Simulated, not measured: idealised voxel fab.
process module | voxel self aligned vias
cross-section cut | 285 nm wide | cells 5 nm
A cross-section is a grid of square cells, given in bands from the top down. A band is one or more rows of cells.
Each band's line starts with the height of the band's top and of its bottom, in nm. Then come its materials from left to right, each with its width in nm. One material with "throughout" fills the band from edge to edge. "air" is empty space.
Height 0 is the level under which the wafer as received is all one material. The lowest band goes on downwards, as in "0 down".
A width such as "30 to 40" changes by the same amount from each row of cells to the next, from the band's top row to its bottom row.
"no change" after a step means that no cell of the cross-section changed.
closed voids: empty space of 8 cells or more with no open way to the top, each as width x height at its distance from the left edge, in nm
after a step's settings: what the simulator itself notes on the step
overlay nm, on a step with a mask: how far to the right of its planned place the mask lay; to the left if negative
plan
1 op RECEIVE | material Si
2 op CONFORMAL_DEP | material SiO2 | thk nm 15
3 op CONFORMAL_DEP | material SiCN | thk nm 5
4 op DIRECTIONAL_DEP | material lowk | thk nm 30
5 op DIRECTIONAL_DEP | material aC | thk nm 10
6 op PATTERN | tone open | mask id LINES | material resist | width nm 20 | pitch nm 60 | thk nm 30 | overlay nm 0
7 op DIRECTIONAL_ETCH | etch materials aC | depth nm 10
8 op STRIP | etch materials resist
9 op DIRECTIONAL_ETCH | etch materials lowk | depth nm 30
10 op STRIP | etch materials aC
11 op CONFORMAL_DEP | material TiN | thk nm 5
12 op FILL_DEP | material W | thk nm 10
13 op CMP | height nm 50
14 op SELECTIVE_ETCH | etch materials W Ru TiN | depth nm 10
15 op FILL_DEP | material SiN | thk nm 10
16 op CMP | height nm 50
17 op DIRECTIONAL_DEP | material lowk | thk nm 15
18 op PATTERN | tone open | mask id VIAS | material resist | width nm 30 | thk nm 15 | overlay nm 0
19 op DIRECTIONAL_ETCH | etch materials lowk | depth nm 15
20 op DIRECTIONAL_ETCH | etch materials SiN | depth nm 10
21 op STRIP | etch materials resist
22 op CONFORMAL_DEP | material TiN | thk nm 5
23 op FILL_DEP | material W | thk nm 5
24 op CMP | height nm 65
25 op CONFORMAL_DEP | material SiN | thk nm 5
varied across the wafers: width nm of step 18. The plan shows the first wafer's value. All wafers start alike
first wafer as received, after step 1
  0 down: Si throughout
  closed voids: none
each wafer at the end: cells of each material gained (+) or lost (-) since it was received, then its closed voids
width nm 30 | +57 SiCN | +65 SiN | +171 SiO2 | +34 TiN | +24 W | +447 lowk | closed voids: none
width nm 35 | +57 SiCN | +65 SiN | +171 SiO2 | +35 TiN | +26 W | +444 lowk | closed voids: none
width nm 40 | +57 SiCN | +65 SiN | +171 SiO2 | +36 TiN | +28 W | +441 lowk | closed voids: none
width nm 45 | +57 SiCN | +65 SiN | +171 SiO2 | +37 TiN | +30 W | +438 lowk | closed voids: none
width nm 50 | +57 SiCN | +65 SiN | +171 SiO2 | +38 TiN | +32 W | +435 lowk | closed voids: none
width nm 55 | +57 SiCN | +65 SiN | +171 SiO2 | +39 TiN | +34 W | +432 lowk | closed voids: none
